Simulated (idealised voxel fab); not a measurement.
Process module name: voxel gate over fins
Pictured: cross-section cut, 235 nm wide, on a grid of 5 nm square cells.
In what follows, cross-sections appear as grids of square cells, described through bands that run from the top down, where every band is one or more rows of cells.
First you get the band's top height and its bottom height, in nm, and then the materials it's made of, left to right, with each width in nm. If you see a single material with "all across", that one covers the band edge to edge. "air" is empty space.
Height reference: 0 = level under which incoming wafer is all one material. Lowest band: no bottom, runs on downward, e.g. "0..down".
Width: "30->40" (first number = top row, second number = bottom row, same change from row to row of cells).
It should be understood that the words "remained the same", when stated for a given step, signify that the cross-section underwent no change in any of its cells during that step.
In the "Closed void catalog" entry, you get each enclosed empty space of 8 cells or more, one with no open way to the top, written width x height at distance, distance from the left edge, in nm.
The remark found on a step's line after its settings is issued by the simulator itself and pertains to that step.
If you see "overlay nm" on a step's line and that step has a mask, it's telling you how far right of where it was planned the mask ended up; a negative number means it went left instead.
Guide to the pairs. Each holds a before and an after cross-section around one process step; the after cross-section is cut off at the lowest band that changed. Look under the pair for the step between them and its settings. Pairs can come from different runs of this module on the same starting wafer, so a pair follows on from the one above it only where its entry headed "before" says it does.

before:
- 0..down = Si all across
- Closed void catalog: none

Structure After Step:
- 5..0 = SiN all across
- At heights below 0, the structure remains unaltered.
- Closed void catalog: none
So what happened between those two cross-sections up there? op CONFORMAL_DEP | material SiN | thk nm 5

before: the cross-section after the pair above

Structure After Step:
- 20..5 = air 90 nm; resist 15 nm; air 20 nm; resist 15 nm; air 95 nm
- At heights below 5, the structure remains unaltered.
- Closed void catalog: none
So what happened between those two cross-sections up there? op PATTERN | tone cover | mask id FINS | material resist | width nm 15 | pitch nm 35 | thk nm 15 | overlay nm 0

before: the cross-section after the pair above

Structure After Step:
- 20..5 = air 90 nm; resist 15 nm; air 20 nm; resist 15 nm; air 95 nm
- 5..0 = air 90 nm; SiN 15 nm; air 20 nm; SiN 15 nm; air 95 nm
- At heights below 0, the structure remains unaltered.
- Closed void catalog: none
So what happened between those two cross-sections up there? op DIRECTIONAL_ETCH | etch materials SiN | depth nm 5

before: the cross-section after the pair above

Structure After Step:
- 20..5 = air 90 nm; resist 15 nm; air 20 nm; resist 15 nm; air 95 nm
- 5..0 = air 90 nm; SiN 15 nm; air 20 nm; SiN 15 nm; air 95 nm
- 0..-35 = air 90 nm; Si 15 nm; air 20 nm; Si 15 nm; air 95 nm
- At heights below -35, the structure remains unaltered.
- Closed void catalog: none
So what happened between those two cross-sections up there? op DIRECTIONAL_ETCH | etch materials Si | depth nm 35

before: the cross-section after the pair above

Structure After Step:
- 5..0 = air 90 nm; SiN 15 nm; air 20 nm; SiN 15 nm; air 95 nm
- At heights below 0, the structure remains unaltered.
- Closed void catalog: none
So what happened between those two cross-sections up there? op STRIP | etch materials resist

before: the cross-section after the pair above

Structure After Step:
- 20..5 = SiO2 all across
- 5..0 = SiO2 90 nm; SiN 15 nm; SiO2 20 nm; SiN 15 nm; SiO2 95 nm
- 0..-35 = SiO2 90 nm; Si 15 nm; SiO2 20 nm; Si 15 nm; SiO2 95 nm
- At heights below -35, the structure remains unaltered.
- Closed void catalog: none
So what happened between those two cross-sections up there? op FILL_DEP | material SiO2 | thk nm 15

before: the cross-section after the pair above

Structure After Step:
- 5..0 = SiO2 90 nm; SiN 15 nm; SiO2 20 nm; SiN 15 nm; SiO2 95 nm
- At heights below 0, the structure remains unaltered.
- Closed void catalog: none
So what happened between those two cross-sections up there? op CMP | height nm 5

before: the cross-section after the pair above

Structure After Step:
- 5..0 = air 90 nm; SiN 15 nm; air 20 nm; SiN 15 nm; air 95 nm
- 0..-10 = air 90 nm; Si 15 nm; air 20 nm; Si 15 nm; air 95 nm
- At heights below -10, the structure remains unaltered.
- Closed void catalog: none
So what happened between those two cross-sections up there? op SELECTIVE_ETCH | etch materials SiO2 | depth nm 15

before: the cross-section after the pair above

Structure After Step:
- 0..-10 = air 90 nm; Si 15 nm; air 20 nm; Si 15 nm; air 95 nm
- At heights below -10, the structure remains unaltered.
- Closed void catalog: none
So what happened between those two cross-sections up there? op STRIP | etch materials SiN

before: the cross-section after the pair above

Structure After Step:
- 5..0 = air 85 nm; HfO2 25 nm; air 10 nm; HfO2 25 nm; air 90 nm
- 0..-5 = air 85 nm; HfO2 5 nm; Si 15 nm; HfO2 5 nm; air 10 nm; HfO2 5 nm; Si 15 nm; HfO2 5 nm; air 90 nm
- -5..-10 = HfO2 90 nm; Si 15 nm; HfO2 20 nm; Si 15 nm; HfO2 95 nm
- At heights below -10, the structure remains unaltered.
- Closed void catalog: none
So what happened between those two cross-sections up there? op CONFORMAL_DEP | material HfO2 | thk nm 5

before: the cross-section after the pair above

Structure After Step:
- 10..5 = air 80 nm; TiN 70 nm; air 85 nm
- 5..0 = air 80 nm; TiN 5 nm; HfO2 25 nm; TiN 10 nm; HfO2 25 nm; TiN 5 nm; air 85 nm
- 0..-5 = TiN 85 nm; HfO2 5 nm; Si 15 nm; HfO2 5 nm; TiN 10 nm; HfO2 5 nm; Si 15 nm; HfO2 5 nm; TiN 90 nm
- At heights below -5, the structure remains unaltered.
- Closed void catalog: none
So what happened between those two cross-sections up there? op CONFORMAL_DEP | material TiN | thk nm 5

before: the cross-section after the pair above

Structure After Step:
- 15..10 = air 75 nm; TiAl 80 nm; air 80 nm
- 10..5 = air 75 nm; TiAl 5 nm; TiN 70 nm; TiAl 5 nm; air 80 nm
- 5..0 = TiAl 80 nm; TiN 5 nm; HfO2 25 nm; TiN 10 nm; HfO2 25 nm; TiN 5 nm; TiAl 85 nm
- At heights below 0, the structure remains unaltered.
- Closed void catalog: none
So what happened between those two cross-sections up there? op CONFORMAL_DEP | material TiAl | thk nm 5

before: the cross-section after the pair above

Structure After Step:
- 20..15 = air 70 nm; TiN 90 nm; air 75 nm
- 15..10 = air 70 nm; TiN 5 nm; TiAl 80 nm; TiN 5 nm; air 75 nm
- 10..5 = TiN 75 nm; TiAl 5 nm; TiN 70 nm; TiAl 5 nm; TiN 80 nm
- At heights below 5, the structure remains unaltered.
- Closed void catalog: none
So what happened between those two cross-sections up there? op CONFORMAL_DEP | material TiN | thk nm 5

before: the cross-section after the pair above

Structure After Step:
- 35..20 = W all across
- 20..15 = W 70 nm; TiN 90 nm; W 75 nm
- 15..10 = W 70 nm; TiN 5 nm; TiAl 80 nm; TiN 5 nm; W 75 nm
- At heights below 10, the structure remains unaltered.
- Closed void catalog: none
So what happened between those two cross-sections up there? op FILL_DEP | material W | thk nm 15

before: the cross-section after the pair above

Structure After Step:
- 30..20 = W all across
- At heights below 20, the structure remains unaltered.
- Closed void catalog: none
So what happened between those two cross-sections up there? op CMP | height nm 30

before: the cross-section after the pair above

Structure After Step:
- 35..30 = SiCN all across
- At heights below 30, the structure remains unaltered.
- Closed void catalog: none
So what happened between those two cross-sections up there? op CONFORMAL_DEP | material SiCN | thk nm 5

before:
- 0..-10 = air 90 nm; Si 15 nm; air 20 nm; Si 15 nm; air 95 nm
- -10..-35 = SiO2 90 nm; Si 15 nm; SiO2 20 nm; Si 15 nm; SiO2 95 nm
- -35..down = Si all across
- Closed void catalog: none

Structure After Step:
- 5..0 = air 85 nm; TiN 25 nm; air 10 nm; TiN 25 nm; air 90 nm
- 0..-5 = air 85 nm; TiN 5 nm; Si 15 nm; TiN 5 nm; air 10 nm; TiN 5 nm; Si 15 nm; TiN 5 nm; air 90 nm
- -5..-10 = TiN 90 nm; Si 15 nm; TiN 20 nm; Si 15 nm; TiN 95 nm
- At heights below -10, the structure remains unaltered.
- Closed void catalog: none
So what happened between those two cross-sections up there? op CONFORMAL_DEP | material TiN | thk nm 5

before: the cross-section after the pair above

Structure After Step:
- 10..5 = air 80 nm; TiAl 70 nm; air 85 nm
- 5..0 = air 80 nm; TiAl 5 nm; TiN 25 nm; TiAl 10 nm; TiN 25 nm; TiAl 5 nm; air 85 nm
- 0..-5 = TiAl 85 nm; TiN 5 nm; Si 15 nm; TiN 5 nm; TiAl 10 nm; TiN 5 nm; Si 15 nm; TiN 5 nm; TiAl 90 nm
- At heights below -5, the structure remains unaltered.
- Closed void catalog: none
So what happened between those two cross-sections up there? op CONFORMAL_DEP | material TiAl | thk nm 5

before: the cross-section after the pair above

Structure After Step:
- 15..10 = air 75 nm; TiN 80 nm; air 80 nm
- 10..5 = air 75 nm; TiN 5 nm; TiAl 70 nm; TiN 5 nm; air 80 nm
- 5..0 = TiN 80 nm; TiAl 5 nm; TiN 25 nm; TiAl 10 nm; TiN 25 nm; TiAl 5 nm; TiN 85 nm
- At heights below 0, the structure remains unaltered.
- Closed void catalog: none
So what happened between those two cross-sections up there? op CONFORMAL_DEP | material TiN | thk nm 5

before: the cross-section after the pair above

Structure After Step:
- 30..15 = W all across
- 15..10 = W 75 nm; TiN 80 nm; W 80 nm
- 10..5 = W 75 nm; TiN 5 nm; TiAl 70 nm; TiN 5 nm; W 80 nm
- At heights below 5, the structure remains unaltered.
- Closed void catalog: none
So what happened between those two cross-sections up there? op FILL_DEP | material W | thk nm 15

before: the cross-section after the pair above

Structure After Step:
- 35..30 = SiCN all across
- At heights below 30, the structure remains unaltered.
- Closed void catalog: none
So what happened between those two cross-sections up there? op CONFORMAL_DEP | material SiCN | thk nm 5

before:
- 5..0 = air 90 nm; SiN 15 nm; air 20 nm; SiN 15 nm; air 95 nm
- 0..-10 = air 90 nm; Si 15 nm; air 20 nm; Si 15 nm; air 95 nm
- -10..-35 = SiO2 90 nm; Si 15 nm; SiO2 20 nm; Si 15 nm; SiO2 95 nm
- -35..down = Si all across
- Closed void catalog: none

Structure After Step:
- 5..0 = air 90 nm; SiN 15 nm; air 20 nm; SiN 15 nm; air 95 nm
- 0..-25 = air 90 nm; Si 15 nm; air 20 nm; Si 15 nm; air 95 nm
- At heights below -25, the structure remains unaltered.
- Closed void catalog: none
So what happened between those two cross-sections up there? op SELECTIVE_ETCH | etch materials SiO2 | depth nm 15

before: the cross-section after the pair above

Structure After Step:
- 0..-25 = air 90 nm; Si 15 nm; air 20 nm; Si 15 nm; air 95 nm
- At heights below -25, the structure remains unaltered.
- Closed void catalog: none
So what happened between those two cross-sections up there? op STRIP | etch materials SiN

before: the cross-section after the pair above

Structure After Step:
- 5..0 = air 85 nm; HfO2 25 nm; air 10 nm; HfO2 25 nm; air 90 nm
- 0..-20 = air 85 nm; HfO2 5 nm; Si 15 nm; HfO2 5 nm; air 10 nm; HfO2 5 nm; Si 15 nm; HfO2 5 nm; air 90 nm
- -20..-25 = HfO2 90 nm; Si 15 nm; HfO2 20 nm; Si 15 nm; HfO2 95 nm
- At heights below -25, the structure remains unaltered.
- Closed void catalog: none
So what happened between those two cross-sections up there? op CONFORMAL_DEP | material HfO2 | thk nm 5

before: the cross-section after the pair above

Structure After Step:
- 10..5 = air 80 nm; TiN 70 nm; air 85 nm
- 5..0 = air 80 nm; TiN 5 nm; HfO2 25 nm; TiN 10 nm; HfO2 25 nm; TiN 5 nm; air 85 nm
- 0..-15 = air 80 nm; TiN 5 nm; HfO2 5 nm; Si 15 nm; HfO2 5 nm; TiN 10 nm; HfO2 5 nm; Si 15 nm; HfO2 5 nm; TiN 5 nm; air 85 nm
- -15..-20 = TiN 85 nm; HfO2 5 nm; Si 15 nm; HfO2 5 nm; TiN 10 nm; HfO2 5 nm; Si 15 nm; HfO2 5 nm; TiN 90 nm
- At heights below -20, the structure remains unaltered.
- Closed void catalog: none
So what happened between those two cross-sections up there? op CONFORMAL_DEP | material TiN | thk nm 5

before: the cross-section after the pair above

Structure After Step:
- 15..10 = air 75 nm; TiAl 80 nm; air 80 nm
- 10..5 = air 75 nm; TiAl 5 nm; TiN 70 nm; TiAl 5 nm; air 80 nm
- 5..0 = air 75 nm; TiAl 5 nm; TiN 5 nm; HfO2 25 nm; TiN 10 nm; HfO2 25 nm; TiN 5 nm; TiAl 5 nm; air 80 nm
- 0..-10 = air 75 nm; TiAl 5 nm; TiN 5 nm; HfO2 5 nm; Si 15 nm; HfO2 5 nm; TiN 10 nm; HfO2 5 nm; Si 15 nm; HfO2 5 nm; TiN 5 nm; TiAl 5 nm; air 80 nm
- -10..-15 = TiAl 80 nm; TiN 5 nm; HfO2 5 nm; Si 15 nm; HfO2 5 nm; TiN 10 nm; HfO2 5 nm; Si 15 nm; HfO2 5 nm; TiN 5 nm; TiAl 85 nm
- At heights below -15, the structure remains unaltered.
- Closed void catalog: none
So what happened between those two cross-sections up there? op CONFORMAL_DEP | material TiAl | thk nm 5

before: the cross-section after the pair above

Structure After Step:
- 20..15 = air 70 nm; TiN 90 nm; air 75 nm
- 15..10 = air 70 nm; TiN 5 nm; TiAl 80 nm; TiN 5 nm; air 75 nm
- 10..5 = air 70 nm; TiN 5 nm; TiAl 5 nm; TiN 70 nm; TiAl 5 nm; TiN 5 nm; air 75 nm
- 5..0 = air 70 nm; TiN 5 nm; TiAl 5 nm; TiN 5 nm; HfO2 25 nm; TiN 10 nm; HfO2 25 nm; TiN 5 nm; TiAl 5 nm; TiN 5 nm; air 75 nm
- 0..-5 = air 70 nm; TiN 5 nm; TiAl 5 nm; TiN 5 nm; HfO2 5 nm; Si 15 nm; HfO2 5 nm; TiN 10 nm; HfO2 5 nm; Si 15 nm; HfO2 5 nm; TiN 5 nm; TiAl 5 nm; TiN 5 nm; air 75 nm
- -5..-10 = TiN 75 nm; TiAl 5 nm; TiN 5 nm; HfO2 5 nm; Si 15 nm; HfO2 5 nm; TiN 10 nm; HfO2 5 nm; Si 15 nm; HfO2 5 nm; TiN 5 nm; TiAl 5 nm; TiN 80 nm
- At heights below -10, the structure remains unaltered.
- Closed void catalog: none
So what happened between those two cross-sections up there? op CONFORMAL_DEP | material TiN | thk nm 5

before: the cross-section after the pair above

Structure After Step:
- 35..20 = W all across
- 20..15 = W 70 nm; TiN 90 nm; W 75 nm
- 15..10 = W 70 nm; TiN 5 nm; TiAl 80 nm; TiN 5 nm; W 75 nm
- 10..5 = W 70 nm; TiN 5 nm; TiAl 5 nm; TiN 70 nm; TiAl 5 nm; TiN 5 nm; W 75 nm
- 5..0 = W 70 nm; TiN 5 nm; TiAl 5 nm; TiN 5 nm; HfO2 25 nm; TiN 10 nm; HfO2 25 nm; TiN 5 nm; TiAl 5 nm; TiN 5 nm; W 75 nm
- 0..-5 = W 70 nm; TiN 5 nm; TiAl 5 nm; TiN 5 nm; HfO2 5 nm; Si 15 nm; HfO2 5 nm; TiN 10 nm; HfO2 5 nm; Si 15 nm; HfO2 5 nm; TiN 5 nm; TiAl 5 nm; TiN 5 nm; W 75 nm
- At heights below -5, the structure remains unaltered.
- Closed void catalog: none
So what happened between those two cross-sections up there? op FILL_DEP | material W | thk nm 15

before: the cross-section after the pair above

Structure After Step:
- 30..20 = W all across
- At heights below 20, the structure remains unaltered.
- Closed void catalog: none
So what happened between those two cross-sections up there? op CMP | height nm 30

before: the cross-section after the pair above

Structure After Step:
- 35..30 = SiCN all across
- At heights below 30, the structure remains unaltered.
- Closed void catalog: none
So what happened between those two cross-sections up there? op CONFORMAL_DEP | material SiCN | thk nm 5

before:
- 5..0 = SiO2 90 nm; SiN 15 nm; SiO2 20 nm; SiN 15 nm; SiO2 95 nm
- 0..-35 = SiO2 90 nm; Si 15 nm; SiO2 20 nm; Si 15 nm; SiO2 95 nm
- -35..down = Si all across
- Closed void catalog: none

Structure After Step:
- 5..0 = SiO2 90 nm; air 15 nm; SiO2 20 nm; air 15 nm; SiO2 95 nm
- At heights below 0, the structure remains unaltered.
- Closed void catalog: none
So what happened between those two cross-sections up there? op STRIP | etch materials SiN

before: the cross-section after the pair above

Structure After Step:
- 0..-10 = air 90 nm; Si 15 nm; air 20 nm; Si 15 nm; air 95 nm
- -10..-15 = SiO2 75 nm; air 15 nm; Si 15 nm; air 20 nm; Si 15 nm; air 15 nm; SiO2 80 nm
- At heights below -15, the structure remains unaltered.
- Closed void catalog: none
So what happened between those two cross-sections up there? op SELECTIVE_ETCH | etch materials SiO2 | depth nm 15

before: the cross-section after the pair above

Structure After Step:
- 5..0 = air 85 nm; HfO2 25 nm; air 10 nm; HfO2 25 nm; air 90 nm
- 0..-5 = air 85 nm; HfO2 5 nm; Si 15 nm; HfO2 5 nm; air 10 nm; HfO2 5 nm; Si 15 nm; HfO2 5 nm; air 90 nm
- -5..-10 = HfO2 80 nm; air 5 nm; HfO2 5 nm; Si 15 nm; HfO2 5 nm; air 10 nm; HfO2 5 nm; Si 15 nm; HfO2 5 nm; air 5 nm; HfO2 85 nm
- -10..-15 = SiO2 75 nm; HfO2 15 nm; Si 15 nm; HfO2 20 nm; Si 15 nm; HfO2 15 nm; SiO2 80 nm
- At heights below -15, the structure remains unaltered.
- Closed void catalog: none
So what happened between those two cross-sections up there? op CONFORMAL_DEP | material HfO2 | thk nm 5

before: the cross-section after the pair above

Structure After Step:
- 10..5 = air 80 nm; TiN 70 nm; air 85 nm
- 5..0 = air 80 nm; TiN 5 nm; HfO2 25 nm; TiN 10 nm; HfO2 25 nm; TiN 5 nm; air 85 nm
- 0..-5 = TiN 85 nm; HfO2 5 nm; Si 15 nm; HfO2 5 nm; TiN 10 nm; HfO2 5 nm; Si 15 nm; HfO2 5 nm; TiN 90 nm
- -5..-10 = HfO2 80 nm; TiN 5 nm; HfO2 5 nm; Si 15 nm; HfO2 5 nm; TiN 10 nm; HfO2 5 nm; Si 15 nm; HfO2 5 nm; TiN 5 nm; HfO2 85 nm
- At heights below -10, the structure remains unaltered.
- Closed void catalog: none
So what happened between those two cross-sections up there? op CONFORMAL_DEP | material TiN | thk nm 5

before: the cross-section after the pair above

Structure After Step:
- 15..10 = air 75 nm; TiAl 80 nm; air 80 nm
- 10..5 = air 75 nm; TiAl 5 nm; TiN 70 nm; TiAl 5 nm; air 80 nm
- 5..0 = TiAl 80 nm; TiN 5 nm; HfO2 25 nm; TiN 10 nm; HfO2 25 nm; TiN 5 nm; TiAl 85 nm
- At heights below 0, the structure remains unaltered.
- Closed void catalog: none
So what happened between those two cross-sections up there? op CONFORMAL_DEP | material TiAl | thk nm 5

before: the cross-section after the pair above

Structure After Step:
- 20..15 = air 70 nm; TiN 90 nm; air 75 nm
- 15..10 = air 70 nm; TiN 5 nm; TiAl 80 nm; TiN 5 nm; air 75 nm
- 10..5 = TiN 75 nm; TiAl 5 nm; TiN 70 nm; TiAl 5 nm; TiN 80 nm
- At heights below 5, the structure remains unaltered.
- Closed void catalog: none
So what happened between those two cross-sections up there? op CONFORMAL_DEP | material TiN | thk nm 5

before: the cross-section after the pair above

Structure After Step:
- 35..20 = W all across
- 20..15 = W 70 nm; TiN 90 nm; W 75 nm
- 15..10 = W 70 nm; TiN 5 nm; TiAl 80 nm; TiN 5 nm; W 75 nm
- At heights below 10, the structure remains unaltered.
- Closed void catalog: none
So what happened between those two cross-sections up there? op FILL_DEP | material W | thk nm 15

before: the cross-section after the pair above

Structure After Step:
- 30..20 = W all across
- At heights below 20, the structure remains unaltered.
- Closed void catalog: none
So what happened between those two cross-sections up there? op CMP | height nm 30

before: the cross-section after the pair above

Structure After Step:
- 35..30 = SiCN all across
- At heights below 30, the structure remains unaltered.
- Closed void catalog: none
So what happened between those two cross-sections up there? op CONFORMAL_DEP | material SiCN | thk nm 5

before:
- 30..20 = W all across
- 20..15 = W 70 nm; TiN 90 nm; W 75 nm
- 15..10 = W 70 nm; TiN 5 nm; TiAl 80 nm; TiN 5 nm; W 75 nm
- 10..5 = TiN 75 nm; TiAl 5 nm; TiN 70 nm; TiAl 5 nm; TiN 80 nm
- 5..0 = TiAl 80 nm; TiN 5 nm; HfO2 25 nm; TiN 10 nm; HfO2 25 nm; TiN 5 nm; TiAl 85 nm
- 0..-5 = TiN 85 nm; HfO2 5 nm; Si 15 nm; HfO2 5 nm; TiN 10 nm; HfO2 5 nm; Si 15 nm; HfO2 5 nm; TiN 90 nm
- -5..-10 = HfO2 90 nm; Si 15 nm; HfO2 20 nm; Si 15 nm; HfO2 95 nm
- -10..-35 = SiO2 90 nm; Si 15 nm; SiO2 20 nm; Si 15 nm; SiO2 95 nm
- -35..down = Si all across
- Closed void catalog: none

Structure After Step:
- 45..30 = SiCN all across
- At heights below 30, the structure remains unaltered.
- Closed void catalog: none
So what happened between those two cross-sections up there? op CONFORMAL_DEP | material SiCN | thk nm 15

before:
- 5..0 = SiN all across
- 0..down = Si all across
- Closed void catalog: none

Structure After Step:
- 20..5 = air 90 nm; resist 20 nm; air 15 nm; resist 20 nm; air 90 nm
- At heights below 5, the structure remains unaltered.
- Closed void catalog: none
So what happened between those two cross-sections up there? op PATTERN | tone cover | mask id FINS | material resist | width nm 20 | pitch nm 35 | thk nm 15 | overlay nm 0

before: the cross-section after the pair above

Structure After Step:
- 20..5 = air 90 nm; resist 20 nm; air 15 nm; resist 20 nm; air 90 nm
- 5..0 = air 90 nm; SiN 20 nm; air 15 nm; SiN 20 nm; air 90 nm
- At heights below 0, the structure remains unaltered.
- Closed void catalog: none
So what happened between those two cross-sections up there? op DIRECTIONAL_ETCH | etch materials SiN | depth nm 5

before: the cross-section after the pair above

Structure After Step:
- 20..5 = air 90 nm; resist 20 nm; air 15 nm; resist 20 nm; air 90 nm
- 5..0 = air 90 nm; SiN 20 nm; air 15 nm; SiN 20 nm; air 90 nm
- 0..-35 = air 90 nm; Si 20 nm; air 15 nm; Si 20 nm; air 90 nm
- At heights below -35, the structure remains unaltered.
- Closed void catalog: none
So what happened between those two cross-sections up there? op DIRECTIONAL_ETCH | etch materials Si | depth nm 35

before: the cross-section after the pair above

Structure After Step:
- 5..0 = air 90 nm; SiN 20 nm; air 15 nm; SiN 20 nm; air 90 nm
- At heights below 0, the structure remains unaltered.
- Closed void catalog: none
So what happened between those two cross-sections up there? op STRIP | etch materials resist

before: the cross-section after the pair above

Structure After Step:
- 20..5 = SiO2 all across
- 5..0 = SiO2 90 nm; SiN 20 nm; SiO2 15 nm; SiN 20 nm; SiO2 90 nm
- 0..-35 = SiO2 90 nm; Si 20 nm; SiO2 15 nm; Si 20 nm; SiO2 90 nm
- At heights below -35, the structure remains unaltered.
- Closed void catalog: none
So what happened between those two cross-sections up there? op FILL_DEP | material SiO2 | thk nm 15

before: the cross-section after the pair above

Structure After Step:
- 5..0 = SiO2 90 nm; SiN 20 nm; SiO2 15 nm; SiN 20 nm; SiO2 90 nm
- At heights below 0, the structure remains unaltered.
- Closed void catalog: none
So what happened between those two cross-sections up there? op CMP | height nm 5

before: the cross-section after the pair above

Structure After Step:
- 5..0 = air 90 nm; SiN 20 nm; air 15 nm; SiN 20 nm; air 90 nm
- 0..-10 = air 90 nm; Si 20 nm; air 15 nm; Si 20 nm; air 90 nm
- At heights below -10, the structure remains unaltered.
- Closed void catalog: none
So what happened between those two cross-sections up there? op SELECTIVE_ETCH | etch materials SiO2 | depth nm 15

before: the cross-section after the pair above

Structure After Step:
- 0..-10 = air 90 nm; Si 20 nm; air 15 nm; Si 20 nm; air 90 nm
- At heights below -10, the structure remains unaltered.
- Closed void catalog: none
So what happened between those two cross-sections up there? op STRIP | etch materials SiN

before: the cross-section after the pair above

Structure After Step:
- 5..0 = air 85 nm; HfO2 30 nm; air 5 nm; HfO2 30 nm; air 85 nm
- 0..-5 = air 85 nm; HfO2 5 nm; Si 20 nm; HfO2 5 nm; air 5 nm; HfO2 5 nm; Si 20 nm; HfO2 5 nm; air 85 nm
- -5..-10 = HfO2 90 nm; Si 20 nm; HfO2 15 nm; Si 20 nm; HfO2 90 nm
- At heights below -10, the structure remains unaltered.
- Closed void catalog: none
So what happened between those two cross-sections up there? op CONFORMAL_DEP | material HfO2 | thk nm 5

before: the cross-section after the pair above

Structure After Step:
- 10..5 = air 80 nm; TiN 75 nm; air 80 nm
- 5..0 = air 80 nm; TiN 5 nm; HfO2 30 nm; TiN 5 nm; HfO2 30 nm; TiN 5 nm; air 80 nm
- 0..-5 = TiN 85 nm; HfO2 5 nm; Si 20 nm; HfO2 5 nm; TiN 5 nm; HfO2 5 nm; Si 20 nm; HfO2 5 nm; TiN 85 nm
- At heights below -5, the structure remains unaltered.
- Closed void catalog: none
So what happened between those two cross-sections up there? op CONFORMAL_DEP | material TiN | thk nm 5

before: the cross-section after the pair above

Structure After Step:
- 15..10 = air 75 nm; TiAl 85 nm; air 75 nm
- 10..5 = air 75 nm; TiAl 5 nm; TiN 75 nm; TiAl 5 nm; air 75 nm
- 5..0 = TiAl 80 nm; TiN 5 nm; HfO2 30 nm; TiN 5 nm; HfO2 30 nm; TiN 5 nm; TiAl 80 nm
- At heights below 0, the structure remains unaltered.
- Closed void catalog: none
So what happened between those two cross-sections up there? op CONFORMAL_DEP | material TiAl | thk nm 5

before: the cross-section after the pair above

Structure After Step:
- 20..15 = air 70 nm; TiN 95 nm; air 70 nm
- 15..10 = air 70 nm; TiN 5 nm; TiAl 85 nm; TiN 5 nm; air 70 nm
- 10..5 = TiN 75 nm; TiAl 5 nm; TiN 75 nm; TiAl 5 nm; TiN 75 nm
- At heights below 5, the structure remains unaltered.
- Closed void catalog: none
So what happened between those two cross-sections up there? op CONFORMAL_DEP | material TiN | thk nm 5

before: the cross-section after the pair above

Structure After Step:
- 35..20 = W all across
- 20..15 = W 70 nm; TiN 95 nm; W 70 nm
- 15..10 = W 70 nm; TiN 5 nm; TiAl 85 nm; TiN 5 nm; W 70 nm
- At heights below 10, the structure remains unaltered.
- Closed void catalog: none
So what happened between those two cross-sections up there? op FILL_DEP | material W | thk nm 15

before: the cross-section after the pair above

Structure After Step:
- 30..20 = W all across
- At heights below 20, the structure remains unaltered.
- Closed void catalog: none
So what happened between those two cross-sections up there? op CMP | height nm 30

before: the cross-section after the pair above

Structure After Step:
- 35..30 = SiCN all across
- At heights below 30, the structure remains unaltered.
- Closed void catalog: none
So what happened between those two cross-sections up there? op CONFORMAL_DEP | material SiCN | thk nm 5

before:
- 5..0 = SiN all across
- 0..down = Si all across
- Closed void catalog: none

Structure After Step:
- 20..5 = air 80 nm; resist 15 nm; air 20 nm; resist 15 nm; air 105 nm
- At heights below 5, the structure remains unaltered.
- Closed void catalog: none
So what happened between those two cross-sections up there? op PATTERN | tone cover | mask id FINS | material resist | width nm 15 | pitch nm 35 | thk nm 15 | overlay nm -10

before: the cross-section after the pair above

Structure After Step:
- 20..5 = air 80 nm; resist 15 nm; air 20 nm; resist 15 nm; air 105 nm
- 5..0 = air 80 nm; SiN 15 nm; air 20 nm; SiN 15 nm; air 105 nm
- At heights below 0, the structure remains unaltered.
- Closed void catalog: none
So what happened between those two cross-sections up there? op DIRECTIONAL_ETCH | etch materials SiN | depth nm 5

before: the cross-section after the pair above

Structure After Step:
- 20..5 = air 80 nm; resist 15 nm; air 20 nm; resist 15 nm; air 105 nm
- 5..0 = air 80 nm; SiN 15 nm; air 20 nm; SiN 15 nm; air 105 nm
- 0..-35 = air 80 nm; Si 15 nm; air 20 nm; Si 15 nm; air 105 nm
- At heights below -35, the structure remains unaltered.
- Closed void catalog: none
So what happened between those two cross-sections up there? op DIRECTIONAL_ETCH | etch materials Si | depth nm 35

before: the cross-section after the pair above

Structure After Step:
- 5..0 = air 80 nm; SiN 15 nm; air 20 nm; SiN 15 nm; air 105 nm
- At heights below 0, the structure remains unaltered.
- Closed void catalog: none
So what happened between those two cross-sections up there? op STRIP | etch materials resist

before: the cross-section after the pair above

Structure After Step:
- 20..5 = SiO2 all across
- 5..0 = SiO2 80 nm; SiN 15 nm; SiO2 20 nm; SiN 15 nm; SiO2 105 nm
- 0..-35 = SiO2 80 nm; Si 15 nm; SiO2 20 nm; Si 15 nm; SiO2 105 nm
- At heights below -35, the structure remains unaltered.
- Closed void catalog: none
So what happened between those two cross-sections up there? op FILL_DEP | material SiO2 | thk nm 15

before: the cross-section after the pair above

Structure After Step:
- 5..0 = SiO2 80 nm; SiN 15 nm; SiO2 20 nm; SiN 15 nm; SiO2 105 nm
- At heights below 0, the structure remains unaltered.
- Closed void catalog: none
So what happened between those two cross-sections up there? op CMP | height nm 5

before: the cross-section after the pair above

Structure After Step:
- 5..0 = air 80 nm; SiN 15 nm; air 20 nm; SiN 15 nm; air 105 nm
- 0..-10 = air 80 nm; Si 15 nm; air 20 nm; Si 15 nm; air 105 nm
- At heights below -10, the structure remains unaltered.
- Closed void catalog: none
So what happened between those two cross-sections up there? op SELECTIVE_ETCH | etch materials SiO2 | depth nm 15

before: the cross-section after the pair above

Structure After Step:
- 0..-10 = air 80 nm; Si 15 nm; air 20 nm; Si 15 nm; air 105 nm
- At heights below -10, the structure remains unaltered.
- Closed void catalog: none
So what happened between those two cross-sections up there? op STRIP | etch materials SiN

before: the cross-section after the pair above

Structure After Step:
- 5..0 = air 75 nm; HfO2 25 nm; air 10 nm; HfO2 25 nm; air 100 nm
- 0..-5 = air 75 nm; HfO2 5 nm; Si 15 nm; HfO2 5 nm; air 10 nm; HfO2 5 nm; Si 15 nm; HfO2 5 nm; air 100 nm
- -5..-10 = HfO2 80 nm; Si 15 nm; HfO2 20 nm; Si 15 nm; HfO2 105 nm
- At heights below -10, the structure remains unaltered.
- Closed void catalog: none
So what happened between those two cross-sections up there? op CONFORMAL_DEP | material HfO2 | thk nm 5

before: the cross-section after the pair above

Structure After Step:
- 10..5 = air 70 nm; TiN 70 nm; air 95 nm
- 5..0 = air 70 nm; TiN 5 nm; HfO2 25 nm; TiN 10 nm; HfO2 25 nm; TiN 5 nm; air 95 nm
- 0..-5 = TiN 75 nm; HfO2 5 nm; Si 15 nm; HfO2 5 nm; TiN 10 nm; HfO2 5 nm; Si 15 nm; HfO2 5 nm; TiN 100 nm
- At heights below -5, the structure remains unaltered.
- Closed void catalog: none
So what happened between those two cross-sections up there? op CONFORMAL_DEP | material TiN | thk nm 5

before: the cross-section after the pair above

Structure After Step:
- 15..10 = air 65 nm; TiAl 80 nm; air 90 nm
- 10..5 = air 65 nm; TiAl 5 nm; TiN 70 nm; TiAl 5 nm; air 90 nm
- 5..0 = TiAl 70 nm; TiN 5 nm; HfO2 25 nm; TiN 10 nm; HfO2 25 nm; TiN 5 nm; TiAl 95 nm
- At heights below 0, the structure remains unaltered.
- Closed void catalog: none
So what happened between those two cross-sections up there? op CONFORMAL_DEP | material TiAl | thk nm 5
